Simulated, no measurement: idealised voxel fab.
process module | voxel fin reveal
cross-section cut | 255 nm wide | cells 5 nm
A cross-section is a grid of square cells, given in bands from the top down. A band is one or more rows of cells.
Each band's line starts with the height of the band's top and of its bottom, in nm. Then come its materials from left to right, each with its width in nm. One material with "throughout" fills the band from edge to edge. "air" is empty space.
Height 0 is the level under which the wafer as received is all one material. The lowest band goes on downwards, as in "0 down".
A width such as "30 to 40" changes by the same amount from each row of cells to the next, from the band's top row to its bottom row.
"no change" after a step means that no cell of the cross-section changed.
closed voids: empty space of 8 cells or more with no open way to the top, each as width x height at its distance from the left edge, in nm
after a step's settings: what the simulator itself notes on the step
overlay nm, on a step with a mask: how far to the right of its planned place the mask lay; to the left if negative
plan
1 op RECEIVE | material Si
2 op CONFORMAL_DEP | material SiN | thk nm 10
3 op PATTERN | tone cover | mask id FINS | material resist | width nm 15 | pitch nm 40 | thk nm 15 | overlay nm 0
4 op DIRECTIONAL_ETCH | etch materials SiN | depth nm 10
5 op DIRECTIONAL_ETCH | etch materials Si | depth nm 35
6 op STRIP | etch materials resist
7 op OXIDIZE | depth nm 5
8 op FILL_DEP | material SiO2 | thk nm 15
9 op CMP | height nm 10
10 op SELECTIVE_ETCH | etch materials SiO2 | depth nm 35
11 op STRIP | etch materials SiN
first wafer, as planned
as received, after step 1
  0 down: Si throughout
  closed voids: none
after step 2
  10 to 0: SiN throughout
  below 0: unchanged
after step 3
  25 to 10: air 80 | resist 15 | air 25 | resist 15 | air 25 | resist 15 | air 80
  below 10: unchanged
after step 4
  25 to 10: air 80 | resist 15 | air 25 | resist 15 | air 25 | resist 15 | air 80
  10 to 0: air 80 | SiN 15 | air 25 | SiN 15 | air 25 | SiN 15 | air 80
  below 0: unchanged
after step 5
  25 to 10: air 80 | resist 15 | air 25 | resist 15 | air 25 | resist 15 | air 80
  10 to 0: air 80 | SiN 15 | air 25 | SiN 15 | air 25 | SiN 15 | air 80
  0 to -35: air 80 | Si 15 | air 25 | Si 15 | air 25 | Si 15 | air 80
  below -35: unchanged
after step 6
  10 to 0: air 80 | SiN 15 | air 25 | SiN 15 | air 25 | SiN 15 | air 80
  below 0: unchanged
after step 7
  10 to 0: air 80 | SiN 15 | air 25 | SiN 15 | air 25 | SiN 15 | air 80
  0 to -35: air 80 | SiO2 5 | Si 5 | SiO2 5 | air 25 | SiO2 5 | Si 5 | SiO2 5 | air 25 | SiO2 5 | Si 5 | SiO2 5 | air 80
  -35 to -40: SiO2 85 | Si 5 | SiO2 35 | Si 5 | SiO2 35 | Si 5 | SiO2 85
  below -40: unchanged
after step 8
  25 to 10: SiO2 throughout
  10 to 0: SiO2 80 | SiN 15 | SiO2 25 | SiN 15 | SiO2 25 | SiN 15 | SiO2 80
  0 to -40: SiO2 85 | Si 5 | SiO2 35 | Si 5 | SiO2 35 | Si 5 | SiO2 85
  below -40: unchanged
after step 9
  10 to 0: SiO2 80 | SiN 15 | SiO2 25 | SiN 15 | SiO2 25 | SiN 15 | SiO2 80
  below 0: unchanged
after step 10
  10 to 0: air 80 | SiN 15 | air 25 | SiN 15 | air 25 | SiN 15 | air 80
  0 to -25: air 85 | Si 5 | air 35 | Si 5 | air 35 | Si 5 | air 85
  below -25: unchanged
after step 11
  0 to -25: air 85 | Si 5 | air 35 | Si 5 | air 35 | Si 5 | air 85
  below -25: unchanged
second wafer: like start, like plan, one mistake. Through step 7 it matches the first wafer
when step 8 should have ended
  25 to 0: SiN throughout
  0 to -35: SiN 80 | SiO2 5 | Si 5 | SiO2 5 | SiN 25 | SiO2 5 | Si 5 | SiO2 5 | SiN 25 | SiO2 5 | Si 5 | SiO2 5 | SiN 80
  below -35: unchanged
when step 9 should have ended
  10 to 0: SiN throughout
  below 0: unchanged
when step 10 should have ended: no change
when step 11 should have ended
  0 to -35: air 80 | SiO2 5 | Si 5 | SiO2 5 | air 25 | SiO2 5 | Si 5 | SiO2 5 | air 25 | SiO2 5 | Si 5 | SiO2 5 | air 80
  below -35: unchanged
what went wrong: step 8 ran as: op FILL_DEP | material SiN | thk nm 15
at the end the second wafer has, in cells: 54 fewer of SiO2
